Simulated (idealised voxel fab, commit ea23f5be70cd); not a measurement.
This is a process module. Its name is voxel transistor to metal.
The cross-section on display is named cut; it measures 265 nm wide, and its cells are 5 nm squares.
A cross-section in this document is a grid of square cells, and it is written down as bands, the top band listed before the ones below it; a band is made up of one or more rows of cells.
Basically the band line says how high the top is and how high the bottom is, in nm, and then what's in it from left to right, every material with its width in nm. Empty space shows up as "empty", and if a single material carries "all across" it runs the full band edge to edge.
A quick word on heights: they are counted from 0, and under that level the wafer as it came to us is one material throughout. The lowest band is different from the rest in having no bottom; it simply continues downward, written as in "0 and below".
Graded width ("30->40"): value in top row of band = first number; value in bottom row = second number; row-to-row change constant.
Given "stayed the same" for a step, no cell of the cross-section differs between before and after that step.
Basically, "Enclosed cavities" tells you about the enclosed voids: empty spaces with no open way to the top, 8 cells or bigger, each written width x height at distance, where distance is from the left edge, all in nm.
Formally, on a step line, whatever follows the settings is a remark that the simulator itself makes on the step.
The optional step-line setting "overlay nm" applies to steps with a mask and quantifies how far to the right of its planned location the mask lay, a negative value indicating leftward placement.
## These are the steps we planned for the process
1: RECEIVE [material Si]
2: CONFORMAL_DEP [material SiO2] [thk nm 5]
3: CONFORMAL_DEP [material SiN] [thk nm 10]
4: PATTERN [tone cover] [mask id ACTIVE] [material resist] [width nm 105] [pitch nm 125] [thk nm 15] [overlay nm 0]
5: DIRECTIONAL_ETCH [etch materials SiN] [depth nm 10]
6: DIRECTIONAL_ETCH [etch materials SiO2] [depth nm 5]
7: DIRECTIONAL_ETCH [etch materials Si] [depth nm 35]
8: STRIP [etch materials resist]
9: OXIDIZE [depth nm 5]
10: FILL_DEP [material SiO2] [thk nm 15]
11: CMP [height nm 15]
12: SELECTIVE_ETCH [etch materials SiO2] [depth nm 5]
13: STRIP [etch materials SiN]
14: SELECTIVE_ETCH [etch materials SiO2] [depth nm 5]
15: OXIDIZE [depth nm 5]
16: DIRECTIONAL_DEP [material polySi] [thk nm 20]
17: DIRECTIONAL_DEP [material SiCN] [thk nm 15]
18: PATTERN [tone cover] [mask id GATE] [material resist] [width nm 25] [pitch nm 125] [thk nm 20] [overlay nm 0]
19: DIRECTIONAL_ETCH [etch materials SiCN] [depth nm 25]
20: DIRECTIONAL_ETCH [etch materials polySi] [depth nm 30]
21: STRIP [etch materials resist]
22: CONFORMAL_DEP [material SiO2] [thk nm 5]
23: DIRECTIONAL_ETCH [etch materials SiO2] [depth nm 5]
24: CONFORMAL_DEP [material SiN] [thk nm 5]
25: DIRECTIONAL_ETCH [etch materials SiN] [depth nm 5]
26: DIRECTIONAL_ETCH [etch materials SiO2] [depth nm 5]
27: DIRECTIONAL_ETCH [etch materials Si] [depth nm 15]
28: EPI [material pSi] [thk nm 20]
29: FILL_DEP [material SiO2] [thk nm 5]
30: CMP [height nm 35]
31: DIRECTIONAL_DEP [material SiO2] [thk nm 15]
32: MASKED_ETCH [tone open] [mask id CONTACT] [width nm 30] [etch materials SiO2] [depth nm 50] [overlay nm 0]
33: CONFORMAL_DEP [material TiN] [thk nm 5]
34: FILL_DEP [material W] [thk nm 5]
35: CMP [height nm 50]
36: CONFORMAL_DEP [material SiCN] [thk nm 5]
37: DIRECTIONAL_DEP [material lowk] [thk nm 20]
38: MASKED_ETCH [tone open] [mask id METAL_1] [width nm 20] [etch materials lowk] [depth nm 20] [overlay nm 0]
39: MASKED_ETCH [tone open] [mask id METAL_1] [width nm 20] [etch materials SiCN] [depth nm 5] [overlay nm 0]
40: CONFORMAL_DEP [material TiN] [thk nm 5]
41: FILL_DEP [material Cu] [thk nm 5]
42: CMP [height nm 75]
43: CONFORMAL_DEP [material SiCN] [thk nm 5]
44: DIRECTIONAL_DEP [material lowk] [thk nm 35]
45: PATTERN [tone open] [mask id METAL_2_HOLES] [material resist] [width nm 15] [pitch nm 125] [thk nm 15] [overlay nm 0]
46: DIRECTIONAL_ETCH [etch materials lowk] [depth nm 35]
47: STRIP [etch materials resist]
48: DIRECTIONAL_DEP [material aC] [thk nm 10]
49: PATTERN [tone open] [mask id METAL_2] [material resist] [width nm 20] [pitch nm 125] [thk nm 25] [overlay nm 0]
50: DIRECTIONAL_ETCH [etch materials aC] [depth nm 10]
51: STRIP [etch materials resist]
52: DIRECTIONAL_ETCH [etch materials lowk] [depth nm 20]
53: DIRECTIONAL_ETCH [etch materials SiCN] [depth nm 5]
54: STRIP [etch materials aC]
55: CONFORMAL_DEP [material TiN] [thk nm 5]
56: FILL_DEP [material Cu] [thk nm 10]
57: CMP [height nm 115]
58: CONFORMAL_DEP [material SiN] [thk nm 5]
## The cross-section here shows the wafer as received, i.e. in its state after step 1
* 0 and below = Si all across
* Enclosed cavities: none
## Cross-section, first of two wafers, end of module, run as planned
* 120 down to 115 = SiN all across
* 115 down to 100 = lowk 20 nm / TiN 5 nm / Cu 10 nm / TiN 5 nm / lowk 105 nm / TiN 5 nm / Cu 10 nm / TiN 5 nm / lowk 100 nm
* 100 down to 95 = lowk 20 nm / TiN 5 nm / Cu 5 nm / TiN 10 nm / lowk 105 nm / TiN 5 nm / Cu 5 nm / TiN 10 nm / lowk 100 nm
* 95 down to 80 = lowk 20 nm / TiN 5 nm / Cu 5 nm / TiN 5 nm / lowk 110 nm / TiN 5 nm / Cu 5 nm / TiN 5 nm / lowk 105 nm
* 80 down to 75 = SiCN 20 nm / TiN 15 nm / SiCN 110 nm / TiN 15 nm / SiCN 105 nm
* 75 down to 55 = lowk 20 nm / TiN 5 nm / Cu 10 nm / TiN 5 nm / lowk 55 nm / TiN 5 nm / Cu 10 nm / TiN 5 nm / lowk 30 nm / TiN 5 nm / Cu 10 nm / TiN 5 nm / lowk 55 nm / TiN 5 nm / Cu 10 nm / TiN 5 nm / lowk 25 nm
* 55 down to 50 = SiCN 20 nm / TiN 20 nm / SiCN 55 nm / TiN 20 nm / SiCN 30 nm / TiN 20 nm / SiCN 55 nm / TiN 20 nm / SiCN 25 nm
* 50 down to 40 = SiO2 20 nm / TiN 5 nm / W 20 nm / TiN 5 nm / SiO2 35 nm / TiN 5 nm / W 20 nm / TiN 5 nm / SiO2 30 nm / TiN 5 nm / W 20 nm / TiN 5 nm / SiO2 35 nm / TiN 5 nm / W 20 nm / TiN 5 nm / SiO2 25 nm
* 40 down to 35 = SiO2 20 nm / TiN 5 nm / W 15 nm / TiN 10 nm / SiO2 35 nm / TiN 10 nm / W 15 nm / TiN 5 nm / SiO2 30 nm / TiN 5 nm / W 15 nm / TiN 10 nm / SiO2 35 nm / TiN 10 nm / W 15 nm / TiN 5 nm / SiO2 25 nm
* 35 down to 20 = SiO2 20 nm / TiN 5 nm / W 15 nm / TiN 5 nm / SiN 5 nm / SiO2 5 nm / SiCN 25 nm / SiO2 5 nm / SiN 5 nm / TiN 5 nm / W 15 nm / TiN 5 nm / SiO2 30 nm / TiN 5 nm / W 15 nm / TiN 5 nm / SiN 5 nm / SiO2 5 nm / SiCN 25 nm / SiO2 5 nm / SiN 5 nm / TiN 5 nm / W 15 nm / TiN 5 nm / SiO2 25 nm
* 20 down to 15 = SiO2 20 nm / TiN 25 nm / SiN 5 nm / SiO2 5 nm / polySi 25 nm / SiO2 5 nm / SiN 5 nm / TiN 25 nm / SiO2 30 nm / TiN 25 nm / SiN 5 nm / SiO2 5 nm / polySi 25 nm / SiO2 5 nm / SiN 5 nm / TiN 25 nm / SiO2 25 nm
* 15 down to 5 = SiO2 20 nm / TiN 5 nm / pSi 20 nm / SiN 5 nm / SiO2 5 nm / polySi 25 nm / SiO2 5 nm / SiN 5 nm / pSi 20 nm / TiN 5 nm / SiO2 30 nm / TiN 5 nm / pSi 20 nm / SiN 5 nm / SiO2 5 nm / polySi 25 nm / SiO2 5 nm / SiN 5 nm / pSi 20 nm / TiN 5 nm / SiO2 25 nm
* 5 down to 0 = SiO2 15 nm / SiN 5 nm / TiN 5 nm / pSi 20 nm / SiN 5 nm / SiO2 5 nm / polySi 25 nm / SiO2 5 nm / SiN 5 nm / pSi 20 nm / TiN 5 nm / SiN 5 nm / SiO2 20 nm / SiN 5 nm / TiN 5 nm / pSi 20 nm / SiN 5 nm / SiO2 5 nm / polySi 25 nm / SiO2 5 nm / SiN 5 nm / pSi 20 nm / TiN 5 nm / SiN 5 nm / SiO2 20 nm
* 0 down to -5 = SiO2 20 nm / pSi 25 nm / SiO2 45 nm / pSi 25 nm / SiO2 30 nm / pSi 25 nm / SiO2 45 nm / pSi 25 nm / SiO2 25 nm
* -5 down to -20 = SiO2 20 nm / pSi 25 nm / Si 45 nm / pSi 25 nm / SiO2 30 nm / pSi 25 nm / Si 45 nm / pSi 25 nm / SiO2 25 nm
* -20 down to -40 = SiO2 20 nm / Si 95 nm / SiO2 30 nm / Si 95 nm / SiO2 25 nm
* -40 and below = Si all across
* Enclosed cavities: none
## Wafer two, sectioned after the module: the first wafer's start, the first wafer's plan, and one mistake in how it was run
* 120 down to 115 = SiN all across
* 115 down to 100 = lowk 20 nm / TiN 5 nm / Cu 10 nm / TiN 5 nm / lowk 105 nm / TiN 5 nm / Cu 10 nm / TiN 5 nm / lowk 100 nm
* 100 down to 95 = lowk 20 nm / TiN 5 nm / Cu 5 nm / TiN 10 nm / lowk 105 nm / TiN 5 nm / Cu 5 nm / TiN 10 nm / lowk 100 nm
* 95 down to 80 = lowk 20 nm / TiN 5 nm / Cu 5 nm / TiN 5 nm / lowk 110 nm / TiN 5 nm / Cu 5 nm / TiN 5 nm / lowk 105 nm
* 80 down to 75 = SiCN 20 nm / TiN 15 nm / SiCN 110 nm / TiN 15 nm / SiCN 105 nm
* 75 down to 55 = lowk 20 nm / TiN 5 nm / Cu 10 nm / TiN 5 nm / lowk 55 nm / TiN 5 nm / Cu 10 nm / TiN 5 nm / lowk 30 nm / TiN 5 nm / Cu 10 nm / TiN 5 nm / lowk 55 nm / TiN 5 nm / Cu 10 nm / TiN 5 nm / lowk 25 nm
* 55 down to 50 = SiCN 20 nm / TiN 20 nm / SiCN 55 nm / TiN 20 nm / SiCN 30 nm / TiN 20 nm / SiCN 55 nm / TiN 20 nm / SiCN 25 nm
* 50 down to 35 = SiO2 20 nm / TiN 5 nm / W 20 nm / TiN 5 nm / SiO2 35 nm / TiN 5 nm / W 20 nm / TiN 5 nm / SiO2 30 nm / TiN 5 nm / W 20 nm / TiN 5 nm / SiO2 35 nm / TiN 5 nm / W 20 nm / TiN 5 nm / SiO2 25 nm
* 35 down to 20 = SiO2 20 nm / TiN 5 nm / W 20 nm / TiN 5 nm / SiN 5 nm / SiCN 25 nm / SiN 5 nm / TiN 5 nm / W 20 nm / TiN 5 nm / SiO2 30 nm / TiN 5 nm / W 20 nm / TiN 5 nm / SiN 5 nm / SiCN 25 nm / SiN 5 nm / TiN 5 nm / W 20 nm / TiN 5 nm / SiO2 25 nm
* 20 down to 15 = SiO2 20 nm / TiN 30 nm / SiN 5 nm / polySi 25 nm / SiN 5 nm / TiN 30 nm / SiO2 30 nm / TiN 30 nm / SiN 5 nm / polySi 25 nm / SiN 5 nm / TiN 30 nm / SiO2 25 nm
* 15 down to 0 = SiO2 20 nm / TiN 10 nm / pSi 20 nm / SiN 5 nm / polySi 25 nm / SiN 5 nm / pSi 20 nm / TiN 10 nm / SiO2 30 nm / TiN 10 nm / pSi 20 nm / SiN 5 nm / polySi 25 nm / SiN 5 nm / pSi 20 nm / TiN 10 nm / SiO2 25 nm
* 0 down to -5 = SiO2 10 nm / SiN 5 nm / pSi 35 nm / SiN 5 nm / SiO2 25 nm / SiN 5 nm / pSi 35 nm / SiN 5 nm / SiO2 10 nm / SiN 5 nm / pSi 35 nm / SiN 5 nm / SiO2 25 nm / SiN 5 nm / pSi 35 nm / SiN 5 nm / SiO2 15 nm
* -5 down to -10 = SiO2 15 nm / pSi 35 nm / Si 35 nm / pSi 35 nm / SiO2 20 nm / pSi 35 nm / Si 35 nm / pSi 35 nm / SiO2 20 nm
* -10 down to -20 = SiO2 20 nm / pSi 30 nm / Si 35 nm / pSi 30 nm / SiO2 30 nm / pSi 30 nm / Si 35 nm / pSi 30 nm / SiO2 25 nm
* -20 down to -40 = SiO2 20 nm / Si 95 nm / SiO2 30 nm / Si 95 nm / SiO2 25 nm
* -40 and below = Si all across
* Enclosed cavities: none
What broke from the plan during processing? plan step 22: skipped, not run
Wrapping up, a cell-based count of both wafers puts the second over or under the first for these materials: 12 fewer of Si | 4 more of SiN | 44 fewer of SiO2 | 12 more of TiN | 16 more of W | 24 more of pSi
